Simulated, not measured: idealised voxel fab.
Title: Process Module voxel air gaps
165 nm wide, 5 nm square cells: that's cross-section cut.
Think of the cross-section as a grid of square cells. We describe it in bands, top to bottom, and each band covers one or more rows of those cells.
Basically the band line says how high the top is and how high the bottom is, in nm, and then what's in it from left to right, every material with its width in nm. Empty space shows up as "empty", and if a single material carries "full width" it runs the full band edge to edge.
Below 0: as-received wafer, all one material; heights counted from there. Lowest band: no bottom, goes on down, written "top 0, no bottom".
The notation "30->40" denotes a width that varies across the rows of cells in the band, beginning at the first number in the top row, finishing at the second number in the bottom row, and changing by an identical amount from each row to the next.
What does "left unchanged" mean for a step? It means no cell of the cross-section changed in that step.
Entry "Completely sealed voids" = empty spaces >= 8 cells with no open way to the top; each as width x height at distance, distance from left edge, all nm.
That trailing text on a step's line, after the settings, is the simulator's own remark on the step.
For masked steps, "overlay nm" on the step line gives how far right of plan the mask actually lay; a minus sign means it lay to the left.

### Process steps - plan
- 1: RECEIVE: material Si
- 2: CONFORMAL_DEP: material SiO2, thk nm 15
- 3: CONFORMAL_DEP: material SiCN, thk nm 5
- 4: DIRECTIONAL_DEP: material SiO2, thk nm 30
- 5: DIRECTIONAL_DEP: material aC, thk nm 10
- 6: PATTERN: tone open, mask id LINES, material resist, width nm 15, pitch nm 40, thk nm 25, overlay nm 0
- 7: DIRECTIONAL_ETCH: etch materials aC, depth nm 10
- 8: STRIP: etch materials resist
- 9: DIRECTIONAL_ETCH: etch materials SiO2, depth nm 30
- 10: STRIP: etch materials aC
- 11: CONFORMAL_DEP: material TiN, thk nm 5
- 12: FILL_DEP: material W, thk nm 10
- 13: CMP: height nm 50
- 14: EPI: material Ru, thk nm 10
- 15: SELECTIVE_ETCH: etch materials SiO2, depth nm 40
- 16: CONFORMAL_DEP: material SiCN, thk nm 5

### Wafer at receipt (post step 1), cross-section
top 0, no bottom = Si full width
Completely sealed voids: none

### Result of the module, cross-sectioned: start per above, plan per above, one error in how it was run
top 65, bottom 60 = 25 of empty  125 of SiCN  15 of empty
top 60, bottom 50 = 25 of empty  5 of SiCN  35 of Ru  5 of SiCN  35 of Ru  5 of SiCN  35 of Ru  5 of SiCN  15 of empty
top 50, bottom 45 = 25 of empty  15 of SiCN  5 of TiN  5 of W  5 of TiN  25 of SiCN  5 of TiN  5 of W  5 of TiN  25 of SiCN  5 of TiN  5 of W  5 of TiN  15 of SiCN  15 of empty
top 45, bottom 25 = 35 of empty  5 of SiCN  5 of TiN  5 of W  5 of TiN  5 of SiCN  15 of empty  5 of SiCN  5 of TiN  5 of W  5 of TiN  5 of SiCN  15 of empty  5 of SiCN  5 of TiN  5 of W  5 of TiN  5 of SiCN  25 of empty
top 25, bottom 20 = 40 of SiCN  15 of TiN  25 of SiCN  15 of TiN  25 of SiCN  15 of TiN  30 of SiCN
top 20, bottom 15 = SiCN full width
top 15, bottom 0 = SiO2 full width
top 0, no bottom = Si full width
Completely sealed voids: 15 x 20 at 60; 15 x 20 at 100
What went wrong in running the wafer? the process deviated at step 6: the operation and settings actually run there were PATTERN: tone open, mask id LINES, material resist, width nm 15, pitch nm 40, thk nm 25, overlay nm 5
